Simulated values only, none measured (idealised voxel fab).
process module | voxel self aligned contacts
cross-section cut | 210 nm wide | cells 5 nm
A cross-section is a grid of square cells, given in bands from the top down. A band is one or more rows of cells.
Each band's line starts with the height of the band's top and of its bottom, in nm. Then come its materials from left to right, each with its width in nm. One material with "throughout" fills the band from edge to edge. "air" is empty space.
Height 0 is the level under which the wafer as received is all one material. The lowest band goes on downwards, as in "0 down".
A width such as "30 to 40" changes by the same amount from each row of cells to the next, from the band's top row to its bottom row.
"no change" after a step means that no cell of the cross-section changed.
closed voids: empty space of 8 cells or more with no open way to the top, each as width x height at its distance from the left edge, in nm
after a step's settings: what the simulator itself notes on the step
overlay nm, on a step with a mask: how far to the right of its planned place the mask lay; to the left if negative
plan
1 op RECEIVE | material Si
2 op OXIDIZE | depth nm 5
3 op DIRECTIONAL_DEP | material polySi | thk nm 20
4 op DIRECTIONAL_DEP | material SiN | thk nm 15
5 op MASKED_ETCH | tone cover | mask id GATE | width nm 35 | pitch nm 65 | etch materials SiN | depth nm 15 | overlay nm 0
6 op MASKED_ETCH | tone cover | mask id GATE | width nm 35 | pitch nm 65 | etch materials polySi | depth nm 20 | overlay nm 0
7 op CONFORMAL_DEP | material SiN | thk nm 5
8 op DIRECTIONAL_ETCH | etch materials SiN | depth nm 5
9 op FILL_DEP | material SiO2 | thk nm 10
10 op CMP | height nm 40
11 op MASKED_ETCH | tone open | mask id CONTACT | width nm 50 | etch materials SiO2 | depth nm 45 | overlay nm 0
12 op CONFORMAL_DEP | material TiN | thk nm 5
13 op FILL_DEP | material W | thk nm 10
14 op CMP | height nm 40
15 op CONFORMAL_DEP | material SiN | thk nm 5
as received, after step 1
  0 down: Si throughout
  closed voids: none
first wafer at the end, as planned
  45 to 40: SiN throughout
  40 to 35: SiO2 80 | TiN 20 | W 10 | TiN 20 | SiO2 80
  35 to 20: SiO2 50 | SiN 45 | TiN 5 | W 10 | TiN 5 | SiN 45 | SiO2 50
  20 to 0: SiO2 50 | SiN 5 | polySi 35 | SiN 5 | TiN 5 | W 10 | TiN 5 | SiN 5 | polySi 35 | SiN 5 | SiO2 50
  0 to -5: SiO2 95 | TiN 20 | SiO2 95
  -5 down: Si throughout
  closed voids: none
second wafer at the end: like start, like plan, one mistake
  45 to 40: SiN throughout
  40 to 35: W 45 | TiN 35 | SiO2 50 | TiN 35 | W 45
  35 to 20: W 45 | TiN 5 | SiN 45 | SiO2 20 | SiN 45 | TiN 5 | W 45
  20 to 0: W 45 | TiN 5 | SiN 5 | polySi 35 | SiN 5 | SiO2 20 | SiN 5 | polySi 35 | SiN 5 | TiN 5 | W 45
  0 to -5: TiN 50 | SiO2 110 | TiN 50
  -5 down: Si throughout
  closed voids: none
what went wrong: step 11 ran as: op MASKED_ETCH | tone cover | mask id CONTACT | width nm 50 | etch materials SiO2 | depth nm 45 | overlay nm 0
at the end the second wafer has, in cells: 150 fewer of SiO2 | 22 more of TiN | 128 more of W
